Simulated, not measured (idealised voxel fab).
Process module heading - voxel wiring stack
For reference, the cross-section in this document is cut, with width 255 nm and square cells of 5 nm.
Cross-section layout: square cells on a grid; listed as bands, top to bottom; a band spans one or more cell rows. This entry defines a band. It first specifies the height of the band's top and the height of its bottom in nm, and then specifies the band's materials from left to right, stating each material with its width in nm. The word "everywhere" identifies a single material that fills the band from edge to edge, while the word "empty" identifies empty space. Heights are measured from 0, the level below which the as-received wafer is all one material; the lowest band has no bottom and continues downward, written as in "top 0, no bottom". The notation "30->40" denotes a width that varies across the rows of cells in the band, beginning at the first number in the top row, finishing at the second number in the bottom row, and changing by an identical amount from each row to the next. Any step labelled "nothing altered" changed none of the cells in the cross-section. You'll see "Tabulated closed voids" listing empty spaces that have no way open to the top, as long as they're 8 cells or more; the notation is width x height at distance, where the distance is from the left edge, and all of it is in nm. after a step's settings: what the simulator itself notes on the step. For masked steps, "overlay nm" on the step line gives how far right of plan the mask actually lay; a minus sign means it lay to the left.

-- Below is the list of planned process steps
step 1: RECEIVE,material Si
step 2: CONFORMAL_DEP,material SiO2,thk nm 15
step 3: DIRECTIONAL_DEP,material TiN,thk nm 5
step 4: DIRECTIONAL_DEP,material W,thk nm 15
step 5: DIRECTIONAL_DEP,material aC,thk nm 10
step 6: PATTERN,tone cover,mask id METAL_1,material resist,width nm 30,pitch nm 50,thk nm 25,overlay nm 0
step 7: DIRECTIONAL_ETCH,etch materials aC,depth nm 10
step 8: STRIP,etch materials resist
step 9: DIRECTIONAL_ETCH,etch materials W,depth nm 15
step 10: DIRECTIONAL_ETCH,etch materials TiN,depth nm 5
step 11: STRIP,etch materials aC
step 12: FILL_DEP,material SiO2,thk nm 10
step 13: CMP,height nm 35
step 14: CONFORMAL_DEP,material SiCN,thk nm 5
step 15: DIRECTIONAL_DEP,material lowk,thk nm 10
step 16: PATTERN,tone open,mask id PLUG_1,material resist,width nm 15,pitch nm 50,thk nm 20,overlay nm 0
step 17: DIRECTIONAL_ETCH,etch materials lowk,depth nm 10
step 18: DIRECTIONAL_ETCH,etch materials SiCN,depth nm 5
step 19: STRIP,etch materials resist
step 20: CONFORMAL_DEP,material TiN,thk nm 5
step 21: FILL_DEP,material Ru,thk nm 5
step 22: CMP,height nm 50
step 23: DIRECTIONAL_DEP,material TiN,thk nm 5
step 24: DIRECTIONAL_DEP,material Ru,thk nm 15
step 25: DIRECTIONAL_DEP,material aC,thk nm 10
step 26: PATTERN,tone cover,mask id METAL_2,material resist,width nm 30,pitch nm 50,thk nm 25,overlay nm 0
step 27: DIRECTIONAL_ETCH,etch materials aC,depth nm 10
step 28: STRIP,etch materials resist
step 29: DIRECTIONAL_ETCH,etch materials Ru,depth nm 15
step 30: DIRECTIONAL_ETCH,etch materials TiN,depth nm 5
step 31: STRIP,etch materials aC
step 32: CONFORMAL_DEP,material SiCN,thk nm 5
step 33: FILL_DEP,material lowk,thk nm 10
step 34: CMP,height nm 70
step 35: CONFORMAL_DEP,material SiCN,thk nm 5

-- First wafer out of two, processed as planned

-- Delivered wafer in cross-section: state after step 1
* top 0, no bottom = Si everywhere
* Tabulated closed voids: none

-- Take a look at the wafer's cross-section after step 2
* top 15, bottom 0 = SiO2 everywhere
* No changes below 0.

-- Take a look at the wafer's cross-section after step 3
* top 20, bottom 15 = TiN everywhere
* No changes below 15.

-- Take a look at the wafer's cross-section after step 4
* top 35, bottom 20 = W everywhere
* No changes below 20.

-- Take a look at the wafer's cross-section after step 5
* top 45, bottom 35 = aC everywhere
* No changes below 35.

-- Take a look at the wafer's cross-section after step 6
* top 70, bottom 45 = empty 35, resist 30, empty 20, resist 30, empty 20, resist 30, empty 20, resist 30, empty 40
* No changes below 45.

-- Take a look at the wafer's cross-section after step 7
* top 60, bottom 45 = empty 35, resist 30, empty 20, resist 30, empty 20, resist 30, empty 20, resist 30, empty 40
* top 45, bottom 35 = empty 35, aC 30, empty 20, aC 30, empty 20, aC 30, empty 20, aC 30, empty 40
* No changes below 35.

-- Take a look at the wafer's cross-section after step 8
* top 45, bottom 35 = empty 35, aC 30, empty 20, aC 30, empty 20, aC 30, empty 20, aC 30, empty 40
* No changes below 35.

-- Take a look at the wafer's cross-section after step 9
* top 45, bottom 35 = empty 35, aC 30, empty 20, aC 30, empty 20, aC 30, empty 20, aC 30, empty 40
* top 35, bottom 20 = empty 35, W 30, empty 20, W 30, empty 20, W 30, empty 20, W 30, empty 40
* No changes below 20.

-- Take a look at the wafer's cross-section after step 10
* top 45, bottom 35 = empty 35, aC 30, empty 20, aC 30, empty 20, aC 30, empty 20, aC 30, empty 40
* top 35, bottom 20 = empty 35, W 30, empty 20, W 30, empty 20, W 30, empty 20, W 30, empty 40
* top 20, bottom 15 = empty 35, TiN 30, empty 20, TiN 30, empty 20, TiN 30, empty 20, TiN 30, empty 40
* No changes below 15.

-- Take a look at the wafer's cross-section after step 11
* top 35, bottom 20 = empty 35, W 30, empty 20, W 30, empty 20, W 30, empty 20, W 30, empty 40
* No changes below 20.

-- Take a look at the wafer's cross-section after step 12
* top 45, bottom 35 = SiO2 everywhere
* top 35, bottom 20 = SiO2 35, W 30, SiO2 20, W 30, SiO2 20, W 30, SiO2 20, W 30, SiO2 40
* top 20, bottom 15 = SiO2 35, TiN 30, SiO2 20, TiN 30, SiO2 20, TiN 30, SiO2 20, TiN 30, SiO2 40
* No changes below 15.

-- Take a look at the wafer's cross-section after step 13
* top 35, bottom 20 = SiO2 35, W 30, SiO2 20, W 30, SiO2 20, W 30, SiO2 20, W 30, SiO2 40
* No changes below 20.

-- Take a look at the wafer's cross-section after step 14
* top 40, bottom 35 = SiCN everywhere
* No changes below 35.

-- Take a look at the wafer's cross-section after step 15
* top 50, bottom 40 = lowk everywhere
* No changes below 40.

-- Take a look at the wafer's cross-section after step 16
* top 70, bottom 50 = resist 35, empty 15, resist 35, empty 15, resist 35, empty 15, resist 35, empty 15, resist 55
* No changes below 50.

-- Take a look at the wafer's cross-section after step 17
* top 70, bottom 50 = resist 35, empty 15, resist 35, empty 15, resist 35, empty 15, resist 35, empty 15, resist 55
* top 50, bottom 40 = lowk 35, empty 15, lowk 35, empty 15, lowk 35, empty 15, lowk 35, empty 15, lowk 55
* No changes below 40.

-- Take a look at the wafer's cross-section after step 18
* top 70, bottom 50 = resist 35, empty 15, resist 35, empty 15, resist 35, empty 15, resist 35, empty 15, resist 55
* top 50, bottom 40 = lowk 35, empty 15, lowk 35, empty 15, lowk 35, empty 15, lowk 35, empty 15, lowk 55
* top 40, bottom 35 = SiCN 35, empty 15, SiCN 35, empty 15, SiCN 35, empty 15, SiCN 35, empty 15, SiCN 55
* No changes below 35.

-- Take a look at the wafer's cross-section after step 19
* top 50, bottom 40 = lowk 35, empty 15, lowk 35, empty 15, lowk 35, empty 15, lowk 35, empty 15, lowk 55
* No changes below 40.

-- Take a look at the wafer's cross-section after step 20
* top 55, bottom 50 = TiN 40, empty 5, TiN 45, empty 5, TiN 45, empty 5, TiN 45, empty 5, TiN 60
* top 50, bottom 40 = lowk 35, TiN 5, empty 5, TiN 5, lowk 35, TiN 5, empty 5, TiN 5, lowk 35, TiN 5, empty 5, TiN 5, lowk 35, TiN 5, empty 5, TiN 5, lowk 55
* top 40, bottom 35 = SiCN 35, TiN 15, SiCN 35, TiN 15, SiCN 35, TiN 15, SiCN 35, TiN 15, SiCN 55
* No changes below 35.

-- Take a look at the wafer's cross-section after step 21
* top 60, bottom 55 = Ru everywhere
* top 55, bottom 50 = TiN 40, Ru 5, TiN 45, Ru 5, TiN 45, Ru 5, TiN 45, Ru 5, TiN 60
* top 50, bottom 40 = lowk 35, TiN 5, Ru 5, TiN 5, lowk 35, TiN 5, Ru 5, TiN 5, lowk 35, TiN 5, Ru 5, TiN 5, lowk 35, TiN 5, Ru 5, TiN 5, lowk 55
* No changes below 40.

-- Take a look at the wafer's cross-section after step 22
* top 50, bottom 40 = lowk 35, TiN 5, Ru 5, TiN 5, lowk 35, TiN 5, Ru 5, TiN 5, lowk 35, TiN 5, Ru 5, TiN 5, lowk 35, TiN 5, Ru 5, TiN 5, lowk 55
* No changes below 40.

-- Take a look at the wafer's cross-section after step 23
* top 55, bottom 50 = TiN everywhere
* No changes below 50.

-- Take a look at the wafer's cross-section after step 24
* top 70, bottom 55 = Ru everywhere
* No changes below 55.

-- Take a look at the wafer's cross-section after step 25
* top 80, bottom 70 = aC everywhere
* No changes below 70.

-- Take a look at the wafer's cross-section after step 26
* top 105, bottom 80 = empty 35, resist 30, empty 20, resist 30, empty 20, resist 30, empty 20, resist 30, empty 40
* No changes below 80.

-- Take a look at the wafer's cross-section after step 27
* top 95, bottom 80 = empty 35, resist 30, empty 20, resist 30, empty 20, resist 30, empty 20, resist 30, empty 40
* top 80, bottom 70 = empty 35, aC 30, empty 20, aC 30, empty 20, aC 30, empty 20, aC 30, empty 40
* No changes below 70.

-- Take a look at the wafer's cross-section after step 28
* top 80, bottom 70 = empty 35, aC 30, empty 20, aC 30, empty 20, aC 30, empty 20, aC 30, empty 40
* No changes below 70.

-- Take a look at the wafer's cross-section after step 29
* top 80, bottom 70 = empty 35, aC 30, empty 20, aC 30, empty 20, aC 30, empty 20, aC 30, empty 40
* top 70, bottom 55 = empty 35, Ru 30, empty 20, Ru 30, empty 20, Ru 30, empty 20, Ru 30, empty 40
* No changes below 55.

-- Take a look at the wafer's cross-section after step 30
* top 80, bottom 70 = empty 35, aC 30, empty 20, aC 30, empty 20, aC 30, empty 20, aC 30, empty 40
* top 70, bottom 55 = empty 35, Ru 30, empty 20, Ru 30, empty 20, Ru 30, empty 20, Ru 30, empty 40
* top 55, bottom 50 = empty 35, TiN 30, empty 20, TiN 30, empty 20, TiN 30, empty 20, TiN 30, empty 40
* No changes below 50.

-- Take a look at the wafer's cross-section after step 31
* top 70, bottom 55 = empty 35, Ru 30, empty 20, Ru 30, empty 20, Ru 30, empty 20, Ru 30, empty 40
* No changes below 55.

-- Take a look at the wafer's cross-section after step 32
* top 75, bottom 70 = empty 30, SiCN 40, empty 10, SiCN 40, empty 10, SiCN 40, empty 10, SiCN 40, empty 35
* top 70, bottom 55 = empty 30, SiCN 5, Ru 30, SiCN 5, empty 10, SiCN 5, Ru 30, SiCN 5, empty 10, SiCN 5, Ru 30, SiCN 5, empty 10, SiCN 5, Ru 30, SiCN 5, empty 35
* top 55, bottom 50 = SiCN 35, TiN 30, SiCN 20, TiN 30, SiCN 20, TiN 30, SiCN 20, TiN 30, SiCN 40
* No changes below 50.

-- Take a look at the wafer's cross-section after step 33
* top 85, bottom 75 = lowk everywhere
* top 75, bottom 70 = lowk 30, SiCN 40, lowk 10, SiCN 40, lowk 10, SiCN 40, lowk 10, SiCN 40, lowk 35
* top 70, bottom 55 = lowk 30, SiCN 5, Ru 30, SiCN 5, lowk 10, SiCN 5, Ru 30, SiCN 5, lowk 10, SiCN 5, Ru 30, SiCN 5, lowk 10, SiCN 5, Ru 30, SiCN 5, lowk 35
* No changes below 55.

-- Take a look at the wafer's cross-section after step 34
* top 70, bottom 55 = lowk 30, SiCN 5, Ru 30, SiCN 5, lowk 10, SiCN 5, Ru 30, SiCN 5, lowk 10, SiCN 5, Ru 30, SiCN 5, lowk 10, SiCN 5, Ru 30, SiCN 5, lowk 35
* No changes below 55.

-- Take a look at the wafer's cross-section after step 35
* top 75, bottom 70 = SiCN everywhere
* No changes below 70.

-- Wafer two of the pair: same origin, same plan, one error during the run; identical to wafer one up to and including step 15

-- Cross-sectional representation of the second wafer at the time designated in the plan for the completion of step 16
* top 70, bottom 50 = resist 45, empty 15, resist 35, empty 15, resist 35, empty 15, resist 35, empty 15, resist 45
* No changes below 50.

-- Cross-sectional representation of the second wafer at the time designated in the plan for the completion of step 17
* top 70, bottom 50 = resist 45, empty 15, resist 35, empty 15, resist 35, empty 15, resist 35, empty 15, resist 45
* top 50, bottom 40 = lowk 45, empty 15, lowk 35, empty 15, lowk 35, empty 15, lowk 35, empty 15, lowk 45
* No changes below 40.

-- Cross-sectional representation of the second wafer at the time designated in the plan for the completion of step 18
* top 70, bottom 50 = resist 45, empty 15, resist 35, empty 15, resist 35, empty 15, resist 35, empty 15, resist 45
* top 50, bottom 40 = lowk 45, empty 15, lowk 35, empty 15, lowk 35, empty 15, lowk 35, empty 15, lowk 45
* top 40, bottom 35 = SiCN 45, empty 15, SiCN 35, empty 15, SiCN 35, empty 15, SiCN 35, empty 15, SiCN 45
* No changes below 35.

-- Cross-sectional representation of the second wafer at the time designated in the plan for the completion of step 19
* top 50, bottom 40 = lowk 45, empty 15, lowk 35, empty 15, lowk 35, empty 15, lowk 35, empty 15, lowk 45
* No changes below 40.

-- Cross-sectional representation of the second wafer at the time designated in the plan for the completion of step 20
* top 55, bottom 50 = TiN 50, empty 5, TiN 45, empty 5, TiN 45, empty 5, TiN 45, empty 5, TiN 50
* top 50, bottom 40 = lowk 45, TiN 5, empty 5, TiN 5, lowk 35, TiN 5, empty 5, TiN 5, lowk 35, TiN 5, empty 5, TiN 5, lowk 35, TiN 5, empty 5, TiN 5, lowk 45
* top 40, bottom 35 = SiCN 45, TiN 15, SiCN 35, TiN 15, SiCN 35, TiN 15, SiCN 35, TiN 15, SiCN 45
* No changes below 35.

-- Cross-sectional representation of the second wafer at the time designated in the plan for the completion of step 21
* top 60, bottom 55 = Ru everywhere
* top 55, bottom 50 = TiN 50, Ru 5, TiN 45, Ru 5, TiN 45, Ru 5, TiN 45, Ru 5, TiN 50
* top 50, bottom 40 = lowk 45, TiN 5, Ru 5, TiN 5, lowk 35, TiN 5, Ru 5, TiN 5, lowk 35, TiN 5, Ru 5, TiN 5, lowk 35, TiN 5, Ru 5, TiN 5, lowk 45
* No changes below 40.

-- Cross-sectional representation of the second wafer at the time designated in the plan for the completion of step 22
* top 50, bottom 40 = lowk 45, TiN 5, Ru 5, TiN 5, lowk 35, TiN 5, Ru 5, TiN 5, lowk 35, TiN 5, Ru 5, TiN 5, lowk 35, TiN 5, Ru 5, TiN 5, lowk 45
* No changes below 40.

-- Cross-sectional representation of the second wafer at the time designated in the plan for the completion of step 23
* top 55, bottom 50 = TiN everywhere
* No changes below 50.

-- Cross-sectional representation of the second wafer at the time designated in the plan for the completion of step 24
* top 70, bottom 55 = Ru everywhere
* No changes below 55.

-- Cross-sectional representation of the second wafer at the time designated in the plan for the completion of step 25
* top 80, bottom 70 = aC everywhere
* No changes below 70.

-- Cross-sectional representation of the second wafer at the time designated in the plan for the completion of step 26
* top 105, bottom 80 = empty 35, resist 30, empty 20, resist 30, empty 20, resist 30, empty 20, resist 30, empty 40
* No changes below 80.

-- Cross-sectional representation of the second wafer at the time designated in the plan for the completion of step 27
* top 95, bottom 80 = empty 35, resist 30, empty 20, resist 30, empty 20, resist 30, empty 20, resist 30, empty 40
* top 80, bottom 70 = empty 35, aC 30, empty 20, aC 30, empty 20, aC 30, empty 20, aC 30, empty 40
* No changes below 70.

-- Cross-sectional representation of the second wafer at the time designated in the plan for the completion of step 28
* top 80, bottom 70 = empty 35, aC 30, empty 20, aC 30, empty 20, aC 30, empty 20, aC 30, empty 40
* No changes below 70.

-- Cross-sectional representation of the second wafer at the time designated in the plan for the completion of step 29
* top 80, bottom 70 = empty 35, aC 30, empty 20, aC 30, empty 20, aC 30, empty 20, aC 30, empty 40
* top 70, bottom 55 = empty 35, Ru 30, empty 20, Ru 30, empty 20, Ru 30, empty 20, Ru 30, empty 40
* No changes below 55.

-- Cross-sectional representation of the second wafer at the time designated in the plan for the completion of step 30
* top 80, bottom 70 = empty 35, aC 30, empty 20, aC 30, empty 20, aC 30, empty 20, aC 30, empty 40
* top 70, bottom 55 = empty 35, Ru 30, empty 20, Ru 30, empty 20, Ru 30, empty 20, Ru 30, empty 40
* top 55, bottom 50 = empty 35, TiN 30, empty 20, TiN 30, empty 20, TiN 30, empty 20, TiN 30, empty 40
* No changes below 50.

-- Cross-sectional representation of the second wafer at the time designated in the plan for the completion of step 31
* top 70, bottom 55 = empty 35, Ru 30, empty 20, Ru 30, empty 20, Ru 30, empty 20, Ru 30, empty 40
* No changes below 55.

-- Cross-sectional representation of the second wafer at the time designated in the plan for the completion of step 32
* top 75, bottom 70 = empty 30, SiCN 40, empty 10, SiCN 40, empty 10, SiCN 40, empty 10, SiCN 40, empty 35
* top 70, bottom 55 = empty 30, SiCN 5, Ru 30, SiCN 5, empty 10, SiCN 5, Ru 30, SiCN 5, empty 10, SiCN 5, Ru 30, SiCN 5, empty 10, SiCN 5, Ru 30, SiCN 5, empty 35
* top 55, bottom 50 = SiCN 35, TiN 30, SiCN 20, TiN 30, SiCN 20, TiN 30, SiCN 20, TiN 30, SiCN 40
* No changes below 50.

-- Cross-sectional representation of the second wafer at the time designated in the plan for the completion of step 33
* top 85, bottom 75 = lowk everywhere
* top 75, bottom 70 = lowk 30, SiCN 40, lowk 10, SiCN 40, lowk 10, SiCN 40, lowk 10, SiCN 40, lowk 35
* top 70, bottom 55 = lowk 30, SiCN 5, Ru 30, SiCN 5, lowk 10, SiCN 5, Ru 30, SiCN 5, lowk 10, SiCN 5, Ru 30, SiCN 5, lowk 10, SiCN 5, Ru 30, SiCN 5, lowk 35
* No changes below 55.

-- Cross-sectional representation of the second wafer at the time designated in the plan for the completion of step 34
* top 70, bottom 55 = lowk 30, SiCN 5, Ru 30, SiCN 5, lowk 10, SiCN 5, Ru 30, SiCN 5, lowk 10, SiCN 5, Ru 30, SiCN 5, lowk 10, SiCN 5, Ru 30, SiCN 5, lowk 35
* No changes below 55.

-- Cross-sectional representation of the second wafer at the time designated in the plan for the completion of step 35
* top 75, bottom 70 = SiCN everywhere
* No changes below 70.
Finding, execution versus plan: step 16 went in with a setting other than planned; the actual run was PATTERN,tone open,mask id PLUG_1,material resist,width nm 15,pitch nm 50,thk nm 20,overlay nm 10
The concluding comparison shows that, measured in cells, each material is equally abundant on both wafers, albeit at different positions.
